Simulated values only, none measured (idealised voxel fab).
Documented hereafter: the process module known as voxel released beams.
The cross-section shown here is cut; it is 210 nm wide and divided into square cells measuring 5 nm on a side.
Square cells in a grid make up a cross-section in this document, and the grid is given as bands, listed from the top down, each one or more rows of cells. For a band, the entry starts with two heights in nm, that of the top and then that of the bottom, and carries on with the band's materials in order from left to right, each alongside its width in nm; the word "all across" beside a single material means it fills the band edge to edge, and "blank" means empty space. Beneath 0, the wafer as received is one material, and that level is where height counting begins. The lowest band goes on downward without a bottom; it is written like "0 nm and below". When a width is written as two numbers, as in "30..40", the first number is the width in the top row of cells of the band and the second is the width in its bottom row, and the width changes by the same amount from each row to the next. "no alteration" -> step changed no cross-section cell. "Closed-off voids" enumerates empty spaces isolated from the top, with no open way to it, that contain at least 8 cells, giving each as width x height at distance from the left edge, all three in nm. Post-settings text on a step line: simulator's own remark regarding the step. The line of a step may include "overlay nm". On a step with a mask, this value is how far to the right of its planned place the mask lay. A negative value means the mask lay to the left.
Process steps - plan:
| 1 | RECEIVE [material Si] |
| 2 | CONFORMAL_DEP [material Al2O3] [thk nm 5] |
| 3 | DIRECTIONAL_DEP [material SiO2] [thk nm 5] |
| 4 | DIRECTIONAL_DEP [material aC] [thk nm 15] |
| 5 | PATTERN [tone open] [mask id ANCHOR] [material resist] [width nm 30] [thk nm 30] [overlay nm 0] |
| 6 | DIRECTIONAL_ETCH [etch materials aC] [depth nm 15] |
| 7 | STRIP [etch materials resist] |
| 8 | DIRECTIONAL_ETCH [etch materials SiO2] [depth nm 15] |
| 9 | STRIP [etch materials aC] |
| 10 | CONFORMAL_DEP [material SiN] [thk nm 10] |
| 11 | MASKED_ETCH [tone cover] [mask id BEAM] [width nm 90] [etch materials SiN] [depth nm 10] [overlay nm 0] |
| 12 | STRIP [etch materials SiO2] |
Across this set of wafers, the varied parameter is the thk nm of step 3. Starting conditions are identical for every wafer, and the plan reports the value assigned to the first wafer.
Received wafers, first of several: cross-section after step 1:
    0 nm and below  Si all across
    Closed-off voids: none
Module finished, last step 12 done: cross-section of the first of several wafers:
    20 nm to 15 nm  blank=55, then SiN=15, then blank=10, then SiN=65, then blank=65
    15 nm to 5 nm  blank=55..60, then SiN=90..30, then blank=65..120
    5 nm to 0 nm  Al2O3 all across
    0 nm and below  Si all across
    Closed-off voids: none
Of the several wafers, the last: cross-section at the end of the module:
    5 nm to 0 nm  Al2O3 all across
    0 nm and below  Si all across
    Closed-off voids: none
Every row in this table is a wafer at the end of the module, and it gives, for each of the materials, the cells that wafer has gained (+) or lost (-) since it was received, then its closed voids:
thk nm 5, +42 Al2O3, +40 SiN, Closed-off voids: none
thk nm 10, +42 Al2O3, +44 SiN, Closed-off voids: none
thk nm 15, +42 Al2O3, +48 SiN, Closed-off voids: none
thk nm 20, +42 Al2O3, Closed-off voids: none
thk nm 25, +42 Al2O3, Closed-off voids: none
thk nm 30, +42 Al2O3, Closed-off voids: none
